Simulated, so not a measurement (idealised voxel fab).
Process module name: voxel self aligned vias
The width of the displayed cross-section, cut, is 290 nm; its cells are square, with a size of 5 nm.
Reading order for cross-sections: top band down to bottom band. Underlying form: a grid of square cells. Band size: one or more rows of cells. This entry defines a band. It first specifies the height of the band's top and the height of its bottom in nm, and then specifies the band's materials from left to right, stating each material with its width in nm. The word "edge to edge" identifies a single material that fills the band from edge to edge, while the word "air" identifies empty space. Beneath 0, the wafer as received is one material, and that level is where height counting begins. The lowest band goes on downward without a bottom; it is written like "top 0, no bottom". A width given as "30 to 40" starts at the first number in the band's top row and ends at the second number in its bottom row, shifting by an equal amount at every step from row to row. "no modifications" after a step means that no cell of the cross-section changed. For the entry "Sealed internal cavities", the listed items are empty spaces with no open way to the top whose size is 8 cells or more; each item follows the pattern width x height at distance, where distance is from the left edge and all three are in nm. Where a step's line continues beyond its settings, the continuation is a remark by the simulator itself on that step. overlay nm: step with mask; distance mask lay right of planned place; negative value = left of planned place.
These are the steps we planned for the process:
- 1: RECEIVE,material Si
- 2: CONFORMAL_DEP,material SiO2,thk nm 15
- 3: CONFORMAL_DEP,material SiCN,thk nm 5
- 4: DIRECTIONAL_DEP,material SiO2,thk nm 20
- 5: PATTERN,tone open,mask id LINES,material resist,width nm 25,pitch nm 55,thk nm 15,overlay nm 0
- 6: DIRECTIONAL_ETCH,etch materials SiO2,depth nm 20
- 7: STRIP,etch materials resist
- 8: CONFORMAL_DEP,material TiN,thk nm 5
- 9: FILL_DEP,material Ru,thk nm 5
- 10: CMP,height nm 40
- 11: SELECTIVE_ETCH,etch materials W Ru TiN,depth nm 10
- 12: FILL_DEP,material SiN,thk nm 10
- 13: CMP,height nm 40
- 14: DIRECTIONAL_DEP,material SiO2,thk nm 15
- 15: DIRECTIONAL_DEP,material aC,thk nm 15
- 16: PATTERN,tone open,mask id VIAS,material resist,width nm 35,pitch nm 55,thk nm 35,overlay nm 0
- 17: DIRECTIONAL_ETCH,etch materials aC,depth nm 15
- 18: STRIP,etch materials resist
- 19: DIRECTIONAL_ETCH,etch materials SiO2,depth nm 15
- 20: DIRECTIONAL_ETCH,etch materials SiN,depth nm 10
- 21: STRIP,etch materials aC
- 22: CONFORMAL_DEP,material TiN,thk nm 5
- 23: FILL_DEP,material Ru,thk nm 5
- 24: CMP,height nm 55
- 25: CONFORMAL_DEP,material SiCN,thk nm 5
So, the first of our two wafers, run just as we planned it:
Cross-section of the incoming wafer, state after step 1:
top 0, no bottom = Si edge to edge
Sealed internal cavities: none
Cross-section of the wafer subsequent to step 2:
top 15, bottom 0 = SiO2 edge to edge
Below 0 it's all the same as before, nothing changed down there.
Cross-section of the wafer subsequent to step 3:
top 20, bottom 15 = SiCN edge to edge
Below 15 it's all the same as before, nothing changed down there.
Cross-section of the wafer subsequent to step 4:
top 40, bottom 20 = SiO2 edge to edge
Below 20 it's all the same as before, nothing changed down there.
Cross-section of the wafer subsequent to step 5:
top 55, bottom 40 = resist (105), then air (25), then resist (30), then air (25), then resist (105)
Below 40 it's all the same as before, nothing changed down there.
Cross-section of the wafer subsequent to step 6:
top 55, bottom 40 = resist (105), then air (25), then resist (30), then air (25), then resist (105)
top 40, bottom 20 = SiO2 (105), then air (25), then SiO2 (30), then air (25), then SiO2 (105)
Below 20 it's all the same as before, nothing changed down there.
Cross-section of the wafer subsequent to step 7:
top 40, bottom 20 = SiO2 (105), then air (25), then SiO2 (30), then air (25), then SiO2 (105)
Below 20 it's all the same as before, nothing changed down there.
Cross-section of the wafer subsequent to step 8:
top 45, bottom 40 = TiN (110), then air (15), then TiN (40), then air (15), then TiN (110)
top 40, bottom 25 = SiO2 (105), then TiN (5), then air (15), then TiN (5), then SiO2 (30), then TiN (5), then air (15), then TiN (5), then SiO2 (105)
top 25, bottom 20 = SiO2 (105), then TiN (25), then SiO2 (30), then TiN (25), then SiO2 (105)
Below 20 it's all the same as before, nothing changed down there.
Cross-section of the wafer subsequent to step 9:
top 50, bottom 45 = Ru edge to edge
top 45, bottom 40 = TiN (110), then Ru (15), then TiN (40), then Ru (15), then TiN (110)
top 40, bottom 25 = SiO2 (105), then TiN (5), then Ru (15), then TiN (5), then SiO2 (30), then TiN (5), then Ru (15), then TiN (5), then SiO2 (105)
Below 25 it's all the same as before, nothing changed down there.
Cross-section of the wafer subsequent to step 10:
top 40, bottom 25 = SiO2 (105), then TiN (5), then Ru (15), then TiN (5), then SiO2 (30), then TiN (5), then Ru (15), then TiN (5), then SiO2 (105)
Below 25 it's all the same as before, nothing changed down there.
Cross-section of the wafer subsequent to step 11:
top 40, bottom 30 = SiO2 (105), then air (25), then SiO2 (30), then air (25), then SiO2 (105)
Below 30 it's all the same as before, nothing changed down there.
Cross-section of the wafer subsequent to step 12:
top 50, bottom 40 = SiN edge to edge
top 40, bottom 30 = SiO2 (105), then SiN (25), then SiO2 (30), then SiN (25), then SiO2 (105)
Below 30 it's all the same as before, nothing changed down there.
Cross-section of the wafer subsequent to step 13:
top 40, bottom 30 = SiO2 (105), then SiN (25), then SiO2 (30), then SiN (25), then SiO2 (105)
Below 30 it's all the same as before, nothing changed down there.
Cross-section of the wafer subsequent to step 14:
top 55, bottom 40 = SiO2 edge to edge
Below 40 it's all the same as before, nothing changed down there.
Cross-section of the wafer subsequent to step 15:
top 70, bottom 55 = aC edge to edge
Below 55 it's all the same as before, nothing changed down there.
Cross-section of the wafer subsequent to step 16:
top 105, bottom 70 = resist (100), then air (35), then resist (20), then air (35), then resist (100)
Below 70 it's all the same as before, nothing changed down there.
Cross-section of the wafer subsequent to step 17:
top 90, bottom 70 = resist (100), then air (35), then resist (20), then air (35), then resist (100)
top 70, bottom 55 = aC (100), then air (35), then aC (20), then air (35), then aC (100)
Below 55 it's all the same as before, nothing changed down there.
Cross-section of the wafer subsequent to step 18:
top 70, bottom 55 = aC (100), then air (35), then aC (20), then air (35), then aC (100)
Below 55 it's all the same as before, nothing changed down there.
Cross-section of the wafer subsequent to step 19:
top 70, bottom 55 = aC (100), then air (35), then aC (20), then air (35), then aC (100)
top 55, bottom 40 = SiO2 (100), then air (35), then SiO2 (20), then air (35), then SiO2 (100)
Below 40 it's all the same as before, nothing changed down there.
Cross-section of the wafer subsequent to step 20:
top 70, bottom 55 = aC (100), then air (35), then aC (20), then air (35), then aC (100)
top 55, bottom 40 = SiO2 (100), then air (35), then SiO2 (20), then air (35), then SiO2 (100)
top 40, bottom 30 = SiO2 (105), then air (25), then SiO2 (30), then air (25), then SiO2 (105)
Below 30 it's all the same as before, nothing changed down there.
Cross-section of the wafer subsequent to step 21:
top 55, bottom 40 = SiO2 (100), then air (35), then SiO2 (20), then air (35), then SiO2 (100)
Below 40 it's all the same as before, nothing changed down there.
Cross-section of the wafer subsequent to step 22:
top 60, bottom 55 = TiN (105), then air (25), then TiN (30), then air (25), then TiN (105)
top 55, bottom 45 = SiO2 (100), then TiN (5), then air (25), then TiN (5), then SiO2 (20), then TiN (5), then air (25), then TiN (5), then SiO2 (100)
top 45, bottom 35 = SiO2 (100 to 105), then TiN (10 to 5), then air (15), then TiN (10 to 5), then SiO2 (20 to 30), then TiN (10 to 5), then air (15), then TiN (10 to 5), then SiO2 (100 to 105)
top 35, bottom 30 = SiO2 (105), then TiN (25), then SiO2 (30), then TiN (25), then SiO2 (105)
Below 30 it's all the same as before, nothing changed down there.
Cross-section of the wafer subsequent to step 23:
top 65, bottom 60 = Ru edge to edge
top 60, bottom 55 = TiN (105), then Ru (25), then TiN (30), then Ru (25), then TiN (105)
top 55, bottom 45 = SiO2 (100), then TiN (5), then Ru (25), then TiN (5), then SiO2 (20), then TiN (5), then Ru (25), then TiN (5), then SiO2 (100)
top 45, bottom 35 = SiO2 (100 to 105), then TiN (10 to 5), then Ru (15), then TiN (10 to 5), then SiO2 (20 to 30), then TiN (10 to 5), then Ru (15), then TiN (10 to 5), then SiO2 (100 to 105)
Below 35 it's all the same as before, nothing changed down there.
Cross-section of the wafer subsequent to step 24:
top 55, bottom 45 = SiO2 (100), then TiN (5), then Ru (25), then TiN (5), then SiO2 (20), then TiN (5), then Ru (25), then TiN (5), then SiO2 (100)
Below 45 it's all the same as before, nothing changed down there.
Cross-section of the wafer subsequent to step 25:
top 60, bottom 55 = SiCN edge to edge
Below 55 it's all the same as before, nothing changed down there.
Second Wafer (Identical Start and Plan, One Processing Error; Matches First Wafer Through Step 15):
At the planned end of step 16, the second wafer in cross-section:
top 105, bottom 70 = resist (105), then air (30), then resist (25), then air (30), then resist (100)
Below 70 it's all the same as before, nothing changed down there.
At the planned end of step 17, the second wafer in cross-section:
top 90, bottom 70 = resist (105), then air (30), then resist (25), then air (30), then resist (100)
top 70, bottom 55 = aC (105), then air (30), then aC (25), then air (30), then aC (100)
Below 55 it's all the same as before, nothing changed down there.
At the planned end of step 18, the second wafer in cross-section:
top 70, bottom 55 = aC (105), then air (30), then aC (25), then air (30), then aC (100)
Below 55 it's all the same as before, nothing changed down there.
At the planned end of step 19, the second wafer in cross-section:
top 70, bottom 55 = aC (105), then air (30), then aC (25), then air (30), then aC (100)
top 55, bottom 40 = SiO2 (105), then air (30), then SiO2 (25), then air (30), then SiO2 (100)
Below 40 it's all the same as before, nothing changed down there.
At the planned end of step 20, the second wafer in cross-section:
top 70, bottom 55 = aC (105), then air (30), then aC (25), then air (30), then aC (100)
top 55, bottom 40 = SiO2 (105), then air (30), then SiO2 (25), then air (30), then SiO2 (100)
top 40, bottom 30 = SiO2 (105), then air (25), then SiO2 (30), then air (25), then SiO2 (105)
Below 30 it's all the same as before, nothing changed down there.
At the planned end of step 21, the second wafer in cross-section:
top 55, bottom 40 = SiO2 (105), then air (30), then SiO2 (25), then air (30), then SiO2 (100)
Below 40 it's all the same as before, nothing changed down there.
At the planned end of step 22, the second wafer in cross-section:
top 60, bottom 55 = TiN (110), then air (20), then TiN (35), then air (20), then TiN (105)
top 55, bottom 45 = SiO2 (105), then TiN (5), then air (20), then TiN (5), then SiO2 (25), then TiN (5), then air (20), then TiN (5), then SiO2 (100)
top 45, bottom 35 = SiO2 (105), then TiN (5), then air (15), then TiN (10 to 5), then SiO2 (25 to 30), then TiN (5), then air (15), then TiN (10 to 5), then SiO2 (100 to 105)
top 35, bottom 30 = SiO2 (105), then TiN (25), then SiO2 (30), then TiN (25), then SiO2 (105)
Below 30 it's all the same as before, nothing changed down there.
At the planned end of step 23, the second wafer in cross-section:
top 65, bottom 60 = Ru edge to edge
top 60, bottom 55 = TiN (110), then Ru (20), then TiN (35), then Ru (20), then TiN (105)
top 55, bottom 45 = SiO2 (105), then TiN (5), then Ru (20), then TiN (5), then SiO2 (25), then TiN (5), then Ru (20), then TiN (5), then SiO2 (100)
top 45, bottom 35 = SiO2 (105), then TiN (5), then Ru (15), then TiN (10 to 5), then SiO2 (25 to 30), then TiN (5), then Ru (15), then TiN (10 to 5), then SiO2 (100 to 105)
Below 35 it's all the same as before, nothing changed down there.
At the planned end of step 24, the second wafer in cross-section:
top 55, bottom 45 = SiO2 (105), then TiN (5), then Ru (20), then TiN (5), then SiO2 (25), then TiN (5), then Ru (20), then TiN (5), then SiO2 (100)
Below 45 it's all the same as before, nothing changed down there.
At the planned end of step 25, the second wafer in cross-section:
top 60, bottom 55 = SiCN edge to edge
Below 55 it's all the same as before, nothing changed down there.
Against the plan, the run slipped here: step 16 off recipe, ran as PATTERN,tone open,mask id VIAS,material resist,width nm 30,pitch nm 55,thk nm 35,overlay nm 0
The final cell counts differ between the wafers, with the second having more or fewer of some materials than the first: Ru: 4 fewer; SiO2: 6 more; TiN: 2 fewer
